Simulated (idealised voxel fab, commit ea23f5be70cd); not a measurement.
process module | voxel self aligned vias
We display cut, a cross-section 245 nm in width whose square cells are each 5 nm.
This document writes a cross-section as a grid whose cells are square, and gives it as bands, listed from the top down; one or more rows of cells form a band.
Look at the band entry: it leads with the top's height and the bottom's height in nm. Then it lists the materials left to right, with a width in nm for each. The word "everywhere" on a single material says that material fills the band edge to edge. The word "empty" is empty space.
Height datum 0, below which the as-received substrate wafer is one material. Lowest band open at the bottom, running downward: "0 down".
The notation "30 to 40" denotes a width that varies across the rows of cells in the band, beginning at the first number in the top row, finishing at the second number in the bottom row, and changing by an identical amount from each row to the next.
A step reported as "all unchanged" is a step in which no cell of the cross-section changed.
"Closed cavities" - sealed voids, min. 8 cells, no opening to top; format: width x height at distance (distance from left edge; nm throughout).
Anything after a step's settings on that line? It's the simulator's own note about the step.
Regarding "overlay nm": on a step with a mask, it is the distance the mask lay to the right of its planned place; a negative value places it to the left.
**Steps in the process plan**
1. RECEIVE, material Si
2. CONFORMAL_DEP, material SiO2, thk nm 10
3. CONFORMAL_DEP, material SiCN, thk nm 5
4. DIRECTIONAL_DEP, material SiO2, thk nm 30
5. PATTERN, tone open, mask id LINES, material resist, width nm 30, pitch nm 70, thk nm 15, overlay nm 0
6. DIRECTIONAL_ETCH, etch materials SiO2, depth nm 30
7. STRIP, etch materials resist
8. CONFORMAL_DEP, material TiN, thk nm 5
9. FILL_DEP, material Ru, thk nm 5
10. CMP, height nm 45
11. SELECTIVE_ETCH, etch materials W Ru TiN, depth nm 5
12. FILL_DEP, material SiN, thk nm 5
13. CMP, height nm 45
14. DIRECTIONAL_DEP, material SiO2, thk nm 20
15. DIRECTIONAL_DEP, material aC, thk nm 15
16. PATTERN, tone open, mask id VIAS, material resist, width nm 40, pitch nm 140, thk nm 35, overlay nm 0
17. DIRECTIONAL_ETCH, etch materials aC, depth nm 15
18. STRIP, etch materials resist
19. DIRECTIONAL_ETCH, etch materials SiO2, depth nm 20
20. DIRECTIONAL_ETCH, etch materials SiN, depth nm 5
21. STRIP, etch materials aC
22. CONFORMAL_DEP, material TiN, thk nm 5
23. FILL_DEP, material W, thk nm 5
24. CMP, height nm 65
25. CONFORMAL_DEP, material SiN, thk nm 5
Variable across wafers: step 16 width nm (plan value is that of the first wafer; starting state common to all).
**Here's the first of the wafers in cross-section, just as we got it, i.e. after step 1**
* 0 down  Si everywhere
* Closed cavities: none
**Below, a row for every wafer. Read it as the end-of-module picture: for each material the wafer shows its cells gained (+) or lost (-) since it was received, and then its closed voids**
width nm 40; +48 Ru; +49 SiCN; +55 SiN; +416 SiO2; +74 TiN; +44 W; Closed cavities: none
width nm 45; +48 Ru; +49 SiCN; +55 SiN; +408 SiO2; +76 TiN; +50 W; Closed cavities: none
width nm 50; +48 Ru; +49 SiCN; +55 SiN; +400 SiO2; +78 TiN; +56 W; Closed cavities: none
width nm 55; +48 Ru; +49 SiCN; +55 SiN; +392 SiO2; +80 TiN; +62 W; Closed cavities: none
width nm 60; +48 Ru; +49 SiCN; +55 SiN; +384 SiO2; +82 TiN; +68 W; Closed cavities: none
width nm 65; +48 Ru; +49 SiCN; +55 SiN; +376 SiO2; +84 TiN; +74 W; Closed cavities: none
